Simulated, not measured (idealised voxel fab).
You're looking at the process module voxel self aligned vias.
The width of the displayed cross-section, cut, is 160 nm; its cells are square, with a size of 5 nm.
Cross-section, as written here: a square-cell grid given band by band from the top down, where a band holds one or more rows of cells. Each band's line starts with the height of the band's top and of its bottom, in nm. Then come its materials from left to right, each with its width in nm. One material with "full width" fills the band from edge to edge. "empty" is empty space. The level at which height equals 0 is the one under which the wafer, as it arrives, is entirely one material. No lower edge exists for the bottom band, which continues downward and is notated as in "z 0 and below". Quick explanation for "30->40": the width changes in equal steps down the rows of cells, from the first number in the band's top row to the second number in its bottom row. You'll sometimes find "nothing got changed" written for a step, and that's the way of saying that nowhere in the cross-section did a cell change during that step. "Unvented internal voids" contains a list of empty spaces, each no smaller than 8 cells and without an open way to the top, written in the form width x height at distance with the distance from the left edge and all three in nm. Step line, after settings: the simulator's comment on this step. overlay nm: for a step with a mask, the amount by which the mask lay right of where it was planned; a negative amount means left of it.

## Intended process steps
| 1 | RECEIVE | material Si |
| 2 | CONFORMAL_DEP | material SiO2 | thk nm 10 |
| 3 | CONFORMAL_DEP | material SiCN | thk nm 5 |
| 4 | DIRECTIONAL_DEP | material SiO2 | thk nm 25 |
| 5 | PATTERN | tone open | mask id LINES | material resist | width nm 30 | pitch nm 70 | thk nm 20 | overlay nm -15 |
| 6 | DIRECTIONAL_ETCH | etch materials SiO2 | depth nm 25 |
| 7 | STRIP | etch materials resist |
| 8 | CONFORMAL_DEP | material TiN | thk nm 5 |
| 9 | FILL_DEP | material W | thk nm 10 |
| 10 | CMP | height nm 40 |
| 11 | SELECTIVE_ETCH | etch materials W Ru TiN | depth nm 10 |
| 12 | FILL_DEP | material SiN | thk nm 5 |
| 13 | CMP | height nm 40 |
| 14 | DIRECTIONAL_DEP | material SiO2 | thk nm 15 |
| 15 | DIRECTIONAL_DEP | material aC | thk nm 10 |
| 16 | PATTERN | tone open | mask id VIAS | material resist | width nm 40 | thk nm 30 | overlay nm 0 |
| 17 | DIRECTIONAL_ETCH | etch materials aC | depth nm 10 |
| 18 | STRIP | etch materials resist |
| 19 | DIRECTIONAL_ETCH | etch materials SiO2 | depth nm 15 |
| 20 | DIRECTIONAL_ETCH | etch materials SiN | depth nm 10 |
| 21 | STRIP | etch materials aC |
| 22 | CONFORMAL_DEP | material TiN | thk nm 5 |
| 23 | FILL_DEP | material Cu | thk nm 10 |
| 24 | CMP | height nm 55 |
| 25 | CONFORMAL_DEP | material SiCN | thk nm 5 |
All wafers enter the flow in the same state. The overlay nm at step 5 differs from wafer to wafer, and the plan gives the value for the first wafer.

## Incoming state of the first of several wafers in cross-section: after step 1
    z 0 and below: Si full width
    Unvented internal voids: none

## Depicted here is the first of several wafers in cross-section, at module completion following the last step, step 25
    z 60 to 55: SiCN full width
    z 55 to 45: SiO2 25 nm / TiN 5 nm / Cu 30 nm / TiN 5 nm / SiO2 95 nm
    z 45 to 40: SiO2 25 nm / TiN 5 nm / Cu 10 nm / TiN 25 nm / SiO2 95 nm
    z 40 to 35: SiO2 15 nm / SiN 10 nm / TiN 5 nm / Cu 10 nm / TiN 5 nm / SiO2 40 nm / SiN 30 nm / SiO2 45 nm
    z 35 to 30: SiO2 15 nm / SiN 10 nm / TiN 20 nm / SiO2 40 nm / SiN 30 nm / SiO2 45 nm
    z 30 to 20: SiO2 15 nm / TiN 5 nm / W 20 nm / TiN 5 nm / SiO2 40 nm / TiN 5 nm / W 20 nm / TiN 5 nm / SiO2 45 nm
    z 20 to 15: SiO2 15 nm / TiN 30 nm / SiO2 40 nm / TiN 30 nm / SiO2 45 nm
    z 15 to 10: SiCN full width
    z 10 to 0: SiO2 full width
    z 0 and below: Si full width
    Unvented internal voids: none

## Here we cross-sectioned the last of the wafers once the module was done
    z 60 to 55: SiCN full width
    z 55 to 45: SiO2 25 nm / TiN 5 nm / Cu 30 nm / TiN 5 nm / SiO2 95 nm
    z 45 to 40: SiO2 25 nm / TiN 25 nm / Cu 10 nm / TiN 5 nm / SiO2 95 nm
    z 40 to 35: SiO2 45 nm / TiN 5 nm / Cu 10 nm / TiN 5 nm / SiN 10 nm / SiO2 40 nm / SiN 30 nm / SiO2 15 nm
    z 35 to 30: SiO2 45 nm / TiN 20 nm / SiN 10 nm / SiO2 40 nm / SiN 30 nm / SiO2 15 nm
    z 30 to 20: SiO2 45 nm / TiN 5 nm / W 20 nm / TiN 5 nm / SiO2 40 nm / TiN 5 nm / W 20 nm / TiN 5 nm / SiO2 15 nm
    z 20 to 15: SiO2 45 nm / TiN 30 nm / SiO2 40 nm / TiN 30 nm / SiO2 15 nm
    z 15 to 10: SiCN full width
    z 10 to 0: SiO2 full width
    z 0 and below: Si full width
    Unvented internal voids: none

## For your reference, the table is organized with a row per wafer; each row reflects the wafer at the end of the module, indicating for each material the cells gained (+) or lost (-) since receipt, and thereafter its closed voids
overlay nm -15, +16 Cu, +64 SiCN, +16 SiN, +236 SiO2, +36 TiN, +16 W, Unvented internal voids: none
overlay nm -10, +18 Cu, +64 SiCN, +14 SiN, +236 SiO2, +36 TiN, +16 W, Unvented internal voids: none
overlay nm -5, +20 Cu, +64 SiCN, +12 SiN, +236 SiO2, +36 TiN, +16 W, Unvented internal voids: none
overlay nm 0, +20 Cu, +64 SiCN, +12 SiN, +236 SiO2, +36 TiN, +16 W, Unvented internal voids: none
overlay nm 5, +20 Cu, +64 SiCN, +12 SiN, +236 SiO2, +36 TiN, +16 W, Unvented internal voids: none
overlay nm 10, +18 Cu, +64 SiCN, +14 SiN, +236 SiO2, +36 TiN, +16 W, Unvented internal voids: none
overlay nm 15, +16 Cu, +64 SiCN, +16 SiN, +236 SiO2, +36 TiN, +16 W, Unvented internal voids: none
